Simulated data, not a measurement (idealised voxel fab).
Process module under the name voxel transistor to metal
It is cross-section cut that appears here, measuring 295 nm in width, its square cells being 5 nm in size.
Cross-section spec: square-cell grid; bands listed top down; each band is one or more rows.
Heads up on the band format: heights come first, top then bottom, in nm. After that it's the materials left to right, each with its width in nm. A single material flagged "all across" fills the whole band edge to edge, and "empty" means there's empty space there.
Counting heights begins at 0, where everything beneath is, in the wafer as received, one material. The lowest band has no bottom; it goes on downwards, as "0 nm and below" shows.
Width spec "30..40" -> top row of cells at first value, bottom row at second value, equal per-row change in between.
"remained unchanged" (step): cross-section cells unchanged, all of them.
"Enclosed void listing" lists enclosed empty spaces (at least 8 cells, no open path upward to the top), each as width x height at distance from the left edge, in nm.
It should be noted that, on the line of a given step, the content following the step's settings is a remark produced by the simulator itself with respect to that step.
A step's line can hold "overlay nm"; with a mask on that step, the setting says how far right of the planned place the mask lay, while a negative setting says it lay to the left.
# Intended process steps
1) RECEIVE, material Si
2) OXIDIZE, depth nm 5
3) CONFORMAL_DEP, material SiN, thk nm 10
4) MASKED_ETCH, tone cover, mask id ACTIVE, width nm 105, pitch nm 125, etch materials SiN, depth nm 10, overlay nm 0
5) MASKED_ETCH, tone cover, mask id ACTIVE, width nm 105, pitch nm 125, etch materials SiO2, depth nm 5, overlay nm 0
6) MASKED_ETCH, tone cover, mask id ACTIVE, width nm 105, pitch nm 125, etch materials Si, depth nm 35, overlay nm 0
7) OXIDIZE, depth nm 5
8) FILL_DEP, material SiO2, thk nm 10
9) CMP, height nm 10
10) SELECTIVE_ETCH, etch materials SiO2, depth nm 5
11) STRIP, etch materials SiN
12) SELECTIVE_ETCH, etch materials SiO2, depth nm 5
13) OXIDIZE, depth nm 5
14) DIRECTIONAL_DEP, material polySi, thk nm 25
15) DIRECTIONAL_DEP, material SiCN, thk nm 10
16) DIRECTIONAL_DEP, material aC, thk nm 10
17) PATTERN, tone cover, mask id GATE, material resist, width nm 35, pitch nm 125, thk nm 25, overlay nm 0
18) DIRECTIONAL_ETCH, etch materials aC, depth nm 10
19) STRIP, etch materials resist
20) DIRECTIONAL_ETCH, etch materials SiCN, depth nm 20
21) DIRECTIONAL_ETCH, etch materials polySi, depth nm 35
22) STRIP, etch materials aC
23) CONFORMAL_DEP, material SiN, thk nm 10
24) DIRECTIONAL_ETCH, etch materials SiN, depth nm 10
25) DIRECTIONAL_ETCH, etch materials SiO2, depth nm 5
26) DIRECTIONAL_ETCH, etch materials Si, depth nm 10
27) EPI, material nSi, thk nm 15
28) FILL_DEP, material SiO2, thk nm 5
29) CMP, height nm 20
30) STRIP, etch materials polySi
31) SELECTIVE_ETCH, etch materials SiO2, depth nm 5
32) CONFORMAL_DEP, material HfO2, thk nm 5
33) CONFORMAL_DEP, material TiN, thk nm 5
34) FILL_DEP, material W, thk nm 5
35) CMP, height nm 15
36) DIRECTIONAL_DEP, material SiO2, thk nm 10
37) DIRECTIONAL_DEP, material aC, thk nm 15
38) PATTERN, tone open, mask id CONTACT, material resist, width nm 15, thk nm 35, overlay nm 0
39) DIRECTIONAL_ETCH, etch materials aC, depth nm 15
40) STRIP, etch materials resist
41) DIRECTIONAL_ETCH, etch materials SiO2, depth nm 30
42) STRIP, etch materials aC
43) CONFORMAL_DEP, material TiN, thk nm 5
44) FILL_DEP, material W, thk nm 10
45) CMP, height nm 25
46) DIRECTIONAL_DEP, material TiN, thk nm 5
47) DIRECTIONAL_DEP, material W, thk nm 20
48) DIRECTIONAL_DEP, material aC, thk nm 10
49) PATTERN, tone cover, mask id METAL_1, material resist, width nm 15, thk nm 25, overlay nm 0
50) DIRECTIONAL_ETCH, etch materials aC, depth nm 10
51) STRIP, etch materials resist
52) DIRECTIONAL_ETCH, etch materials W, depth nm 20
53) DIRECTIONAL_ETCH, etch materials TiN, depth nm 5
54) STRIP, etch materials aC
55) FILL_DEP, material SiO2, thk nm 5
56) CMP, height nm 50
57) CONFORMAL_DEP, material SiCN, thk nm 5
58) DIRECTIONAL_DEP, material SiO2, thk nm 30
59) DIRECTIONAL_DEP, material aC, thk nm 10
60) PATTERN, tone open, mask id METAL_2, material resist, width nm 15, pitch nm 125, thk nm 30, overlay nm 0
61) DIRECTIONAL_ETCH, etch materials aC, depth nm 10
62) STRIP, etch materials resist
63) DIRECTIONAL_ETCH, etch materials SiO2, depth nm 20
64) STRIP, etch materials aC
65) DIRECTIONAL_DEP, material aC, thk nm 15
66) PATTERN, tone open, mask id METAL_2_HOLES, material resist, width nm 15, pitch nm 125, thk nm 30, overlay nm 0
67) DIRECTIONAL_ETCH, etch materials aC, depth nm 15
68) STRIP, etch materials resist
69) DIRECTIONAL_ETCH, etch materials SiO2, depth nm 10
70) DIRECTIONAL_ETCH, etch materials SiCN, depth nm 5
71) STRIP, etch materials aC
72) CONFORMAL_DEP, material TiN, thk nm 5
73) FILL_DEP, material Ru, thk nm 10
74) CMP, height nm 85
75) CONFORMAL_DEP, material SiN, thk nm 5
# Wafer cross-section on receipt, i.e. after step 1
* 0 nm and below: Si all across
* Enclosed void listing: none
# First wafer of two, sectioned at end of module; run went per plan
* 90 nm to 85 nm: SiN all across
* 85 nm to 55 nm: SiO2 (35), then TiN (5), then Ru (5), then TiN (5), then SiO2 (110), then TiN (5), then Ru (5), then TiN (5), then SiO2 (120)
* 55 nm to 50 nm: SiCN (35), then TiN (15), then SiCN (110), then TiN (15), then SiCN (120)
* 50 nm to 30 nm: SiO2 (35), then W (15), then SiO2 (65), then W (15), then SiO2 (30), then W (15), then SiO2 (65), then W (15), then SiO2 (40)
* 30 nm to 25 nm: SiO2 (35), then TiN (15), then SiO2 (65), then TiN (15), then SiO2 (30), then TiN (15), then SiO2 (65), then TiN (15), then SiO2 (40)
* 25 nm to 15 nm: SiO2 (35), then TiN (5), then W (5), then TiN (5), then SiO2 (65), then TiN (5), then W (5), then TiN (5), then SiO2 (30), then TiN (5), then W (5), then TiN (5), then SiO2 (65), then TiN (5), then W (5), then TiN (5), then SiO2 (40)
* 15 nm to 10 nm: SiO2 (35), then TiN (5), then W (5), then TiN (5), then SiO2 (5), then SiN (10), then HfO2 (5), then TiN (5), then W (15), then TiN (5), then HfO2 (5), then SiN (10), then SiO2 (5), then TiN (5), then W (5), then TiN (5), then SiO2 (30), then TiN (5), then W (5), then TiN (5), then SiO2 (5), then SiN (10), then HfO2 (5), then TiN (5), then W (15), then TiN (5), then HfO2 (5), then SiN (10), then SiO2 (5), then TiN (5), then W (5), then TiN (5), then SiO2 (40)
* 10 nm to 5 nm: SiO2 (35), then TiN (15), then SiO2 (5), then SiN (10), then HfO2 (5), then TiN (5), then W (15), then TiN (5), then HfO2 (5), then SiN (10), then SiO2 (5), then TiN (15), then SiO2 (30), then TiN (15), then SiO2 (5), then SiN (10), then HfO2 (5), then TiN (5), then W (15), then TiN (5), then HfO2 (5), then SiN (10), then SiO2 (5), then TiN (15), then SiO2 (40)
* 5 nm to 0 nm: SiO2 (35), then TiN (5), then nSi (15), then SiN (10), then HfO2 (5), then TiN (5), then W (15), then TiN (5), then HfO2 (5), then SiN (10), then nSi (15), then TiN (5), then SiO2 (30), then TiN (5), then nSi (15), then SiN (10), then HfO2 (5), then TiN (5), then W (15), then TiN (5), then HfO2 (5), then SiN (10), then nSi (15), then TiN (5), then SiO2 (40)
* 0 nm to -5 nm: SiO2 (25), then SiN (10), then TiN (5), then nSi (15), then SiN (10), then HfO2 (5), then TiN (25), then HfO2 (5), then SiN (10), then nSi (15), then TiN (5), then SiN (10), then SiO2 (10), then SiN (10), then TiN (5), then nSi (15), then SiN (10), then HfO2 (5), then TiN (25), then HfO2 (5), then SiN (10), then nSi (15), then TiN (5), then SiN (10), then SiO2 (30)
* -5 nm to -10 nm: SiO2 (35), then nSi (20), then SiO2 (5), then HfO2 (45), then SiO2 (5), then nSi (20), then SiO2 (30), then nSi (20), then SiO2 (5), then HfO2 (45), then SiO2 (5), then nSi (20), then SiO2 (40)
* -10 nm to -20 nm: SiO2 (35), then nSi (20), then Si (55), then nSi (20), then SiO2 (30), then nSi (20), then Si (55), then nSi (20), then SiO2 (40)
* -20 nm to -45 nm: SiO2 (35), then Si (95), then SiO2 (30), then Si (95), then SiO2 (40)
* -45 nm and below: Si all across
* Enclosed void listing: none
# End of module, second wafer, cross-section. Started like the first, planned like the first, run with one mistake
* 90 nm to 85 nm: SiN all across
* 85 nm to 55 nm: SiO2 (35), then TiN (5), then Ru (5), then TiN (5), then SiO2 (110), then TiN (5), then Ru (5), then TiN (5), then SiO2 (120)
* 55 nm to 50 nm: SiCN (35), then TiN (15), then SiCN (110), then TiN (15), then SiCN (120)
* 50 nm to 30 nm: SiO2 (35), then W (15), then SiO2 (65), then W (15), then SiO2 (30), then W (15), then SiO2 (65), then W (15), then SiO2 (40)
* 30 nm to 25 nm: SiO2 (35), then TiN (15), then SiO2 (65), then TiN (15), then SiO2 (30), then TiN (15), then SiO2 (65), then TiN (15), then SiO2 (40)
* 25 nm to 0 nm: SiO2 (35), then TiN (5), then W (5), then TiN (5), then SiO2 (65), then TiN (5), then W (5), then TiN (5), then SiO2 (30), then TiN (5), then W (5), then TiN (5), then SiO2 (65), then TiN (5), then W (5), then TiN (5), then SiO2 (40)
* 0 nm to -5 nm: SiO2 (35), then TiN (15), then SiO2 (65), then TiN (15), then SiO2 (30), then TiN (15), then SiO2 (65), then TiN (15), then SiO2 (40)
* -5 nm to -10 nm: SiO2 all across
* -10 nm to -45 nm: SiO2 (35), then Si (95), then SiO2 (30), then Si (95), then SiO2 (40)
* -45 nm and below: Si all across
* Enclosed void listing: none
what went wrong: heads up, step 14 didn't go per plan, it actually ran as DIRECTIONAL_DEP, material SiO2, thk nm 25
Upon completion, the second wafer contains, in terms of cells, a greater or smaller amount of certain materials than the first wafer: HfO2 -34 | Si +32 | SiN -40 | SiO2 +138 | TiN -14 | W -10 | nSi -72
